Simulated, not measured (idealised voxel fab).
Presented below is a process module, voxel released beams.
Section shown: cut. Width: 170 nm. Cell size: 5 nm, square.
In this document a cross-section is written as a grid of square cells. It is given as a series of bands, listed from the top down, and a band is one or more rows of cells.
Per band: top height and bottom height in nm, followed by the left-to-right materials and their widths in nm; "all across" marks a single material spanning edge to edge, "empty" marks empty space.
Heights from 0 (as-received wafer is one material below). Bottom band endless downward, as "0 and below".
Read "30 to 40" as a graded width: first number on top, second number at the bottom, same change between each pair of neighbouring rows.
No cell of the cross-section changed in a step that is given as "changes: none".
"Closed cavity list" means: voids of 8 cells or more that are shut off from the top with no open way through. Written width x height at distance, distance from the left edge, in nm.
Note: text after step settings on the step line = simulator remark on that step.
overlay nm: right-of-plan distance of the mask on a masked step; negative values mean left-of-plan.
[plan]
1: op RECEIVE | material Si
2: op CONFORMAL_DEP | material SiN | thk nm 10
3: op DIRECTIONAL_DEP | material SiO2 | thk nm 10
4: op MASKED_ETCH | tone open | mask id ANCHOR | width nm 45 | etch materials SiO2 | depth nm 10 | overlay nm 0
5: op CONFORMAL_DEP | material W | thk nm 15
6: op MASKED_ETCH | tone cover | mask id BEAM | width nm 105 | etch materials W | depth nm 15 | overlay nm 0
7: op STRIP | etch materials SiO2
[Cross-sectional view of the wafer in its as-received condition, corresponding to the state after step 1]
	0 and below | Si all across
	Closed cavity list: none
[The first of the two wafers as seen in cross-section once the module was finished; processing followed the plan]
	35 down to 25 | empty 30 nm, W 20 nm, empty 15 nm, W 70 nm, empty 35 nm
	25 down to 20 | empty 30 nm, W 105 nm, empty 35 nm
	20 down to 10 | empty 35 nm, W 45 nm, empty 90 nm
	10 down to 0 | SiN all across
	0 and below | Si all across
	Closed cavity list: none
[Cross-sectional image of the second wafer of the two following completion of the module. Starting state and process plan were the same as for the first wafer; one execution error occurred]
	35 down to 20 | empty 30 nm, W 105 nm, empty 35 nm
	20 down to 10 | SiN all across
	10 down to 0 | SiO2 all across
	0 and below | Si all across
	Closed cavity list: none
Plan not followed: the intended sequence of steps 2 and 3 was reversed during processing, with each occupying the position of the other
Bottom line after processing is that, in cells, the second wafer is up or down on some materials versus the first: 68 more of SiO2, 12 fewer of W
